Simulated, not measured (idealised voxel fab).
The process module that follows is named voxel tone inversion.
The figure presents cross-section cut, which has a width of 225 nm and is divided into square cells with an edge length of 5 nm.
When this document writes out a cross-section, it uses a grid of square cells and lists it as bands, beginning at the top and moving down, with a band standing for one or more rows of cells. A band entry consists of two parts. The first gives the height of the band's top and the height of its bottom, in nm. The rest lists the band's materials from left to right, each with its width in nm. A single material labelled with the word "full width" fills the band from edge to edge, and the word "empty" marks empty space. Heights are reckoned from 0. Under this level, the received wafer is all of one material. The bottommost band is open-ended downward, for example "0 nm and below". Read "30 to 40" as a graded width: first number on top, second number at the bottom, same change between each pair of neighbouring rows. Step note "nothing was modified" = no cross-section cell changed. "Enclosed internal cavities" lists enclosed empty spaces (at least 8 cells, no open path upward to the top), each as width x height at distance from the left edge, in nm. Anything after a step's settings on that line? It's the simulator's own note about the step. overlay nm: for a step with a mask, the amount by which the mask lay right of where it was planned; a negative amount means left of it.
## Process steps (planned)
1. RECEIVE [material Si]
2. CONFORMAL_DEP [material SiCN] [thk nm 10]
3. DIRECTIONAL_DEP [material aC] [thk nm 15]
4. PATTERN [tone cover] [mask id POSTS] [material resist] [width nm 20] [pitch nm 40] [thk nm 20] [overlay nm 0]
5. DIRECTIONAL_ETCH [etch materials aC] [depth nm 15]
6. STRIP [etch materials resist]
7. FILL_DEP [material SiO2] [thk nm 10]
8. CMP [height nm 25]
9. STRIP [etch materials aC]
10. CONFORMAL_DEP [material TiN] [thk nm 5]
11. FILL_DEP [material W] [thk nm 10]
12. CMP [height nm 25]
13. CONFORMAL_DEP [material SiN] [thk nm 5]
## Step 1 complete: cross-section of the wafer as received
	0 nm and below  Si full width
	Enclosed internal cavities: none
## Cross-section, end of module. Start: as above. Plan: as above. Execution: one mistake
	30 nm to 25 nm  SiN full width
	25 nm to 20 nm  SiO2 full width
	20 nm to 5 nm  40 of SiO2, 20 of aC, 20 of SiO2, 20 of aC, 20 of SiO2, 20 of aC, 20 of SiO2, 20 of aC, 45 of SiO2
	5 nm to 0 nm  SiCN full width
	0 nm and below  Si full width
	Enclosed internal cavities: none
The plan and the run diverged here: planned and actual differ for step 2; actual: CONFORMAL_DEP [material SiCN] [thk nm 5]
